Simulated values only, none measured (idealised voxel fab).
Process module heading - voxel spacer lines
Shown is cross-section cut, with a width of 265 nm and square cells of size 5 nm.
Square cells in a grid make up a cross-section in this document, and the grid is given as bands, listed from the top down, each one or more rows of cells.
In this notation a band is specified by the heights of its top and bottom, in that order and in nm, after which its materials appear from left to right, each paired with its width in nm. The word "edge to edge" attached to a single material means that material fills the band from edge to edge; the word "empty" stands for empty space.
Heights are expressed relative to 0, this being the level below which the as-received wafer comprises one material exclusively. The lowest band is unbounded in the downward direction and is denoted as in "0 down".
You'd read "30 to 40" like this: the band's top row of cells is as wide as the first number, its bottom row is as wide as the second, and going down, every row changes width by the same amount as the row before did.
"no change occurred" for a step: no cell of the cross-section changed in that step.
Each empty space that has no open way to the top and spans at least 8 cells appears under "Closed voids list" as width x height at distance, the distance counted from the left edge, all in nm.
On each step's line, the part that comes after the settings is the simulator's own comment on the step.
The setting "overlay nm" may be written on the line of a step. When the step uses a mask, the value reports how far to the right of the planned place the mask lay, and a negative value reports that it lay to the left.

**Intended process steps**
1: RECEIVE with material Si
2: CONFORMAL_DEP with material Al2O3, thk nm 10
3: DIRECTIONAL_DEP with material SiN, thk nm 10
4: DIRECTIONAL_DEP with material aC, thk nm 30
5: PATTERN with tone cover, mask id MANDREL, material resist, width nm 25, pitch nm 80, thk nm 35, overlay nm 0
6: DIRECTIONAL_ETCH with etch materials aC, depth nm 30
7: STRIP with etch materials resist
8: CONFORMAL_DEP with material SiO2, thk nm 15
9: DIRECTIONAL_ETCH with etch materials SiO2, depth nm 15
10: STRIP with etch materials aC
11: DIRECTIONAL_ETCH with etch materials SiN, depth nm 10
12: STRIP with etch materials SiO2
13: FILL_DEP with material lowk, thk nm 10
14: CMP with height nm 20

**Wafer at receipt (post step 1), cross-section**
  0 down | Si edge to edge
  Closed voids list: none

**Look at the cross-section after the module: the wafer started out the way shown above and the plan was the one shown above, yet one mistake was made along the way**
  25 to 20 | lowk edge to edge
  20 to 10 | 25 lowk, then 15 SiN, then 25 lowk, then 15 SiN, then 25 lowk, then 15 SiN, then 25 lowk, then 15 SiN, then 25 lowk, then 15 SiN, then 25 lowk, then 15 SiN, then 25 lowk
  10 to 0 | Al2O3 edge to edge
  0 down | Si edge to edge
  Closed voids list: none
In executing the process, a mistake was made relative to the plan: step 14 ran with different settings than intended, the actual operation and settings being CMP with height nm 25
